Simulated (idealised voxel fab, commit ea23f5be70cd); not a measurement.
The process module that follows is named voxel capacitor over wiring.
Square cell edge 5 nm, section width 175 nm, ID cut.
A cross-section in this document is a grid of square cells, and it is written down as bands, the top band listed before the ones below it; a band is made up of one or more rows of cells.
Band entry format. Leading values: height of top, height of bottom, nm. Remainder: materials in left-to-right order, each with its width in nm. Special words: "edge to edge" on a single material, which then fills the band edge to edge; "blank", empty space.
A quick word on heights: they are counted from 0, and under that level the wafer as it came to us is one material throughout. The lowest band is different from the rest in having no bottom; it simply continues downward, written as in "0 and below".
With a width like "30 to 40", each row of cells in the band differs from the next by the same amount, the top row carrying the first number and the bottom row the second.
Take "left unchanged" at face value: in the step it is given for, the cross-section changed in none of its cells.
Voids not open to the top, 8 cells minimum: see "Enclosed void entries". Written width x height at distance; distance is from the left edge; nm.
That trailing text on a step's line, after the settings, is the simulator's own remark on the step.
On any step carrying a mask, the "overlay nm" setting, if present on the step's line, tells how far right of its planned place the mask lay; negative values point to the left.

[Process steps - plan]
1: RECEIVE, material Si
2: CONFORMAL_DEP, material SiO2, thk nm 10
3: DIRECTIONAL_DEP, material TiN, thk nm 5
4: DIRECTIONAL_DEP, material Ru, thk nm 20
5: DIRECTIONAL_DEP, material aC, thk nm 15
6: PATTERN, tone cover, mask id METAL_1, material resist, width nm 25, pitch nm 75, thk nm 30, overlay nm -15
7: DIRECTIONAL_ETCH, etch materials aC, depth nm 15
8: STRIP, etch materials resist
9: DIRECTIONAL_ETCH, etch materials Ru, depth nm 20
10: DIRECTIONAL_ETCH, etch materials TiN, depth nm 5
11: STRIP, etch materials aC
12: FILL_DEP, material lowk, thk nm 10
13: CMP, height nm 35
14: CONFORMAL_DEP, material SiCN, thk nm 5
15: DIRECTIONAL_DEP, material SiO2, thk nm 20
16: DIRECTIONAL_DEP, material aC, thk nm 10
17: PATTERN, tone open, mask id PLUG_1, material resist, width nm 15, thk nm 25, overlay nm 0
18: DIRECTIONAL_ETCH, etch materials aC, depth nm 10
19: STRIP, etch materials resist
20: DIRECTIONAL_ETCH, etch materials SiO2, depth nm 20
21: DIRECTIONAL_ETCH, etch materials SiCN, depth nm 5
22: STRIP, etch materials aC
23: EPI, material Ru, thk nm 10
24: EPI, material Ru, thk nm 10
25: EPI, material Ru, thk nm 5
26: DIRECTIONAL_DEP, material TiN, thk nm 10
27: DIRECTIONAL_DEP, material SiN, thk nm 5
28: DIRECTIONAL_DEP, material TiN, thk nm 5
29: PATTERN, tone cover, mask id UPPER_PLATE, material resist, width nm 55, thk nm 15, overlay nm 0
30: DIRECTIONAL_ETCH, etch materials TiN, depth nm 5
31: DIRECTIONAL_ETCH, etch materials SiN, depth nm 5
32: STRIP, etch materials resist
33: MASKED_ETCH, tone cover, mask id LOWER_PLATE, width nm 65, etch materials TiN, depth nm 10, overlay nm 0
34: FILL_DEP, material SiO2, thk nm 20
35: CMP, height nm 95
36: DIRECTIONAL_DEP, material aC, thk nm 10
37: PATTERN, tone open, mask id PLUG_2, material resist, width nm 15, thk nm 30, overlay nm 0
38: DIRECTIONAL_ETCH, etch materials aC, depth nm 10
39: STRIP, etch materials resist
40: DIRECTIONAL_ETCH, etch materials SiO2, depth nm 15
41: STRIP, etch materials aC
42: CONFORMAL_DEP, material TiN, thk nm 5
43: FILL_DEP, material Cu, thk nm 5
44: CMP, height nm 95
45: CONFORMAL_DEP, material SiN, thk nm 5
Wafer-to-wafer difference: overlay nm, step 6. Common start. Plan = first wafer's value.

[The first of several wafers in cross-section, exactly as it reached us after step 1]
0 and below: Si edge to edge
Enclosed void entries: none

[Per-wafer rows below. For each material: cells gained (+) or lost (-) since the wafer was received, as of end of module. Then: closed voids]
overlay nm -15 | +2 Cu | +40 Ru | +32 SiCN | +46 SiN | +401 SiO2 | +54 TiN | +125 lowk | Enclosed void entries: none
overlay nm -10 | +2 Cu | +55 Ru | +32 SiCN | +46 SiN | +386 SiO2 | +54 TiN | +125 lowk | Enclosed void entries: none
overlay nm -5 | +2 Cu | +55 Ru | +32 SiCN | +46 SiN | +386 SiO2 | +54 TiN | +125 lowk | Enclosed void entries: none
overlay nm 0 | +2 Cu | +55 Ru | +32 SiCN | +46 SiN | +386 SiO2 | +54 TiN | +125 lowk | Enclosed void entries: none
overlay nm 5 | +2 Cu | +55 Ru | +32 SiCN | +46 SiN | +386 SiO2 | +54 TiN | +125 lowk | Enclosed void entries: none
overlay nm 10 | +2 Cu | +55 Ru | +32 SiCN | +46 SiN | +386 SiO2 | +54 TiN | +125 lowk | Enclosed void entries: none
overlay nm 15 | +2 Cu | +55 Ru | +32 SiCN | +46 SiN | +386 SiO2 | +54 TiN | +125 lowk | Enclosed void entries: none
